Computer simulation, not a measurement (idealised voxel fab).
Process module heading - voxel capacitor over wiring
The cross-section shown here is cut; it is 195 nm wide and divided into square cells measuring 5 nm on a side.
Just so we're on the same page, the cross-sections are grids of square cells, and they're listed out in bands top to bottom, each band one or more rows deep.
Top, bottom (nm), then materials left to right with widths (nm); lone material tagged "everywhere" fills the whole band edge to edge; "air" = empty space.
Zero point of the height axis is 0; under it, received wafer = one material. Lowest band: continues down indefinitely, "z 0 and below".
It should be noted that a width expressed as "30 to 40" varies in equal increments from row to row of cells within the band, taking the value of the first number at the top row and that of the second number at the bottom row.
For the purposes of this document, the phrase "changes: none" attached to a step denotes that no cell within the cross-section was modified by that step.
Closed empty spaces (no open way to the top) of 8 cells or more are what "Internal closed voids" lists, each as width x height at distance from the left edge, nm for all three.
On a step's line, text after the settings is the simulator commenting on that step.
A step's line can hold "overlay nm"; with a mask on that step, the setting says how far right of the planned place the mask lay, while a negative setting says it lay to the left.

These are the steps we planned for the process:
step 1: op RECEIVE | material Si
step 2: op CONFORMAL_DEP | material SiO2 | thk nm 15
step 3: op CONFORMAL_DEP | material SiCN | thk nm 5
step 4: op DIRECTIONAL_DEP | material lowk | thk nm 20
step 5: op MASKED_ETCH | tone open | mask id METAL_1 | width nm 20 | pitch nm 80 | etch materials lowk | depth nm 20 | overlay nm 0
step 6: op MASKED_ETCH | tone open | mask id METAL_1 | width nm 20 | pitch nm 80 | etch materials SiCN | depth nm 5 | overlay nm 0
step 7: op CONFORMAL_DEP | material TiN | thk nm 5
step 8: op FILL_DEP | material Cu | thk nm 5
step 9: op CMP | height nm 40
step 10: op CONFORMAL_DEP | material SiCN | thk nm 5
step 11: op DIRECTIONAL_DEP | material lowk | thk nm 20
step 12: op DIRECTIONAL_DEP | material aC | thk nm 10
step 13: op PATTERN | tone open | mask id PLUG_1 | material resist | width nm 15 | thk nm 25 | overlay nm 0
step 14: op DIRECTIONAL_ETCH | etch materials aC | depth nm 10
step 15: op STRIP | etch materials resist
step 16: op DIRECTIONAL_ETCH | etch materials lowk | depth nm 20
step 17: op DIRECTIONAL_ETCH | etch materials SiCN | depth nm 5
step 18: op STRIP | etch materials aC
step 19: op CONFORMAL_DEP | material TiN | thk nm 5
step 20: op FILL_DEP | material Ru | thk nm 10
step 21: op CMP | height nm 65
step 22: op DIRECTIONAL_DEP | material TiN | thk nm 5
step 23: op DIRECTIONAL_DEP | material Al2O3 | thk nm 5
step 24: op DIRECTIONAL_DEP | material TiN | thk nm 10
step 25: op MASKED_ETCH | tone cover | mask id UPPER_PLATE | width nm 65 | etch materials TiN | depth nm 10 | overlay nm 0
step 26: op MASKED_ETCH | tone cover | mask id UPPER_PLATE | width nm 65 | etch materials Al2O3 | depth nm 5 | overlay nm 0
step 27: op MASKED_ETCH | tone cover | mask id LOWER_PLATE | width nm 75 | etch materials TiN | depth nm 5 | overlay nm 0
step 28: op FILL_DEP | material SiO2 | thk nm 15
step 29: op CMP | height nm 95
step 30: op PATTERN | tone open | mask id PLUG_2 | material resist | width nm 15 | thk nm 15 | overlay nm 0
step 31: op DIRECTIONAL_ETCH | etch materials SiO2 | depth nm 10
step 32: op STRIP | etch materials resist
step 33: op CONFORMAL_DEP | material TiN | thk nm 5
step 34: op FILL_DEP | material W | thk nm 5
step 35: op CMP | height nm 95
step 36: op CONFORMAL_DEP | material SiCN | thk nm 5

Wafer as received: cross-section following step 1:
  z 0 and below: Si everywhere
  Internal closed voids: none

a wafer at the end: this start, this plan, one mistake:
  z 100 to 95: SiCN everywhere
  z 95 to 90: 60 nm SiO2  5 nm TiN  5 nm W  5 nm TiN  120 nm SiO2
  z 90 to 85: 60 nm SiO2  15 nm TiN  120 nm SiO2
  z 85 to 75: 50 nm SiO2  65 nm TiN  80 nm SiO2
  z 75 to 70: 50 nm SiO2  65 nm Al2O3  80 nm SiO2
  z 70 to 65: 45 nm SiO2  75 nm TiN  75 nm SiO2
  z 65 to 45: 50 nm lowk  5 nm TiN  5 nm Ru  5 nm TiN  130 nm lowk
  z 45 to 40: 50 nm SiCN  15 nm TiN  130 nm SiCN
  z 40 to 25: 45 nm lowk  5 nm TiN  15 nm Cu  5 nm TiN  55 nm lowk  5 nm TiN  15 nm Cu  5 nm TiN  45 nm lowk
  z 25 to 20: 45 nm lowk  5 nm TiN  10 nm Cu  10 nm TiN  55 nm lowk  5 nm TiN  10 nm Cu  10 nm TiN  45 nm lowk
  z 20 to 15: 45 nm SiCN  20 nm TiN  60 nm SiCN  20 nm TiN  50 nm SiCN
  z 15 to 0: SiO2 everywhere
  z 0 and below: Si everywhere
  Internal closed voids: none
Processing error: step 5 did not happen as planned, as run it was op MASKED_ETCH | tone open | mask id METAL_1 | width nm 25 | pitch nm 80 | etch materials lowk | depth nm 20 | overlay nm 0
